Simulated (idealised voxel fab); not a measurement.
You're looking at the process module voxel ribs on slabs.
The cross-section shown here is cut; it is 190 nm wide and divided into square cells measuring 5 nm on a side.
A cross-section in this document is a grid of square cells, and it is written down as bands, the top band listed before the ones below it; a band is made up of one or more rows of cells. Read a band's entry like this: the first values are the height of its top and the height of its bottom in nm, and what follows is the sequence of materials from left to right, each with its width in nm. Note that "empty" is empty space, and that a single material marked "full width" reaches across the band from edge to edge. Height reference: 0 = level under which incoming wafer is all one material. Lowest band: no bottom, runs on downward, e.g. "from 0 down". With a width like "30 to 40", each row of cells in the band differs from the next by the same amount, the top row carrying the first number and the bottom row the second. A step reported as "left unchanged" is a step in which no cell of the cross-section changed. Heads up: "Entrapped voids" only lists the empty pockets with no open path to the top that are 8 cells or more, and it writes them as width x height at distance, distance from the left edge, in nm. Past the settings on a step's line: simulator remark, on that step. A step's line can hold "overlay nm"; with a mask on that step, the setting says how far right of the planned place the mask lay, while a negative setting says it lay to the left.
# These are the steps we planned for the process
- 1: op RECEIVE | material Si
- 2: op DIRECTIONAL_DEP | material SiO2 | thk nm 20
- 3: op DIRECTIONAL_DEP | material SiN | thk nm 25
- 4: op DIRECTIONAL_DEP | material aC | thk nm 10
- 5: op PATTERN | tone cover | mask id RIB | material resist | width nm 20 | thk nm 30 | overlay nm 0
- 6: op DIRECTIONAL_ETCH | etch materials aC | depth nm 10
- 7: op STRIP | etch materials resist
- 8: op DIRECTIONAL_ETCH | etch materials SiN | depth nm 10
- 9: op STRIP | etch materials aC
- 10: op DIRECTIONAL_DEP | material aC | thk nm 15
- 11: op PATTERN | tone cover | mask id SLAB | material resist | width nm 80 | thk nm 35 | overlay nm 0
- 12: op DIRECTIONAL_ETCH | etch materials aC | depth nm 15
- 13: op STRIP | etch materials resist
- 14: op DIRECTIONAL_ETCH | etch materials SiN | depth nm 15
- 15: op STRIP | etch materials aC
- 16: op FILL_DEP | material SiO2 | thk nm 20
- 17: op CMP | height nm 55
- 18: op DIRECTIONAL_DEP | material W | thk nm 5
- 19: op MASKED_ETCH | tone cover | mask id HEATER | width nm 30 | etch materials W | depth nm 5 | overlay nm 0
- 20: op CONFORMAL_DEP | material SiN | thk nm 5
# as received, after step 1
* from 0 down: Si full width
* Entrapped voids: none
# Post-module cross-section: identical start and plan to those above, one misstep in execution
* from 65 to 60: 75 nm empty / 40 nm SiN / 75 nm empty
* from 60 to 55: 80 nm SiN / 30 nm W / 80 nm SiN
* from 55 to 45: SiO2 full width
* from 45 to 20: SiN full width
* from 20 to 0: SiO2 full width
* from 0 down: Si full width
* Entrapped voids: none
Misprocessing identified: step 4 off recipe, ran as op DIRECTIONAL_DEP | material SiO2 | thk nm 10
